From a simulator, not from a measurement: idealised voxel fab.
process module | voxel capacitor over wiring
cross-section cut | 270 nm wide | cells 5 nm
A cross-section is a grid of square cells, given in bands from the top down. A band is one or more rows of cells.
Each band's line starts with the height of the band's top and of its bottom, in nm. Then come its materials from left to right, each with its width in nm. One material with "throughout" fills the band from edge to edge. "air" is empty space.
Height 0 is the level under which the wafer as received is all one material. The lowest band goes on downwards, as in "0 down".
A width such as "30 to 40" changes by the same amount from each row of cells to the next, from the band's top row to its bottom row.
"no change" after a step means that no cell of the cross-section changed.
closed voids: empty space of 8 cells or more with no open way to the top, each as width x height at its distance from the left edge, in nm
after a step's settings: what the simulator itself notes on the step
overlay nm, on a step with a mask: how far to the right of its planned place the mask lay; to the left if negative
plan
1 op RECEIVE | material Si
2 op CONFORMAL_DEP | material SiO2 | thk nm 15
3 op DIRECTIONAL_DEP | material TiN | thk nm 5
4 op DIRECTIONAL_DEP | material Ru | thk nm 25
5 op DIRECTIONAL_DEP | material aC | thk nm 15
6 op PATTERN | tone cover | mask id METAL_1 | material resist | width nm 20 | pitch nm 85 | thk nm 35 | overlay nm 0
7 op DIRECTIONAL_ETCH | etch materials aC | depth nm 15
8 op STRIP | etch materials resist
9 op DIRECTIONAL_ETCH | etch materials Ru | depth nm 25
10 op DIRECTIONAL_ETCH | etch materials TiN | depth nm 5
11 op STRIP | etch materials aC
12 op CONFORMAL_DEP | material SiCN | thk nm 5
13 op FILL_DEP | material lowk | thk nm 5
14 op CMP | height nm 45
15 op CONFORMAL_DEP | material SiCN | thk nm 5
16 op DIRECTIONAL_DEP | material SiO2 | thk nm 15
17 op DIRECTIONAL_DEP | material aC | thk nm 10
18 op PATTERN | tone open | mask id PLUG_1 | material resist | width nm 15 | thk nm 25 | overlay nm 0
19 op DIRECTIONAL_ETCH | etch materials aC | depth nm 10
20 op STRIP | etch materials resist
21 op DIRECTIONAL_ETCH | etch materials SiO2 | depth nm 15
22 op DIRECTIONAL_ETCH | etch materials SiCN | depth nm 5
23 op STRIP | etch materials aC
24 op CONFORMAL_DEP | material TiN | thk nm 5
25 op FILL_DEP | material Ru | thk nm 10
26 op CMP | height nm 65
27 op DIRECTIONAL_DEP | material TiN | thk nm 5
28 op DIRECTIONAL_DEP | material SiN | thk nm 5
29 op DIRECTIONAL_DEP | material TiN | thk nm 5
30 op MASKED_ETCH | tone cover | mask id UPPER_PLATE | width nm 70 | etch materials TiN | depth nm 5 | overlay nm 0
31 op MASKED_ETCH | tone cover | mask id UPPER_PLATE | width nm 70 | etch materials SiN | depth nm 5 | overlay nm 0
32 op PATTERN | tone cover | mask id LOWER_PLATE | material resist | width nm 80 | thk nm 15 | overlay nm 0
33 op DIRECTIONAL_ETCH | etch materials TiN | depth nm 5
34 op STRIP | etch materials resist
35 op FILL_DEP | material SiO2 | thk nm 20
36 op CMP | height nm 95
37 op MASKED_ETCH | tone open | mask id PLUG_2 | width nm 15 | etch materials SiO2 | depth nm 15 | overlay nm 0
38 op CONFORMAL_DEP | material TiN | thk nm 5
39 op FILL_DEP | material Ru | thk nm 5
40 op CMP | height nm 95
41 op CONFORMAL_DEP | material SiN | thk nm 5
as received, after step 1
  0 down: Si throughout
  closed voids: none
a wafer at the end: this start, this plan, one mistake
  100 to 95: SiN throughout
  95 to 90: SiO2 85 | TiN 70 | SiO2 115
  90 to 85: SiO2 85 | SiN 70 | SiO2 115
  85 to 80: SiO2 80 | TiN 80 | SiO2 110
  80 to 70: Ru throughout
  70 to 65: TiN 90 | Ru 5 | TiN 175
  65 to 50: SiO2 85 | TiN 5 | Ru 5 | TiN 5 | SiO2 170
  50 to 45: SiCN 85 | TiN 15 | SiCN 170
  45 to 20: lowk 75 | SiCN 5 | Ru 20 | SiCN 5 | lowk 55 | SiCN 5 | Ru 20 | SiCN 5 | lowk 80
  20 to 15: SiCN 80 | TiN 20 | SiCN 65 | TiN 20 | SiCN 85
  15 to 0: SiO2 throughout
  0 down: Si throughout
  closed voids: none
what went wrong: step 26 was left out
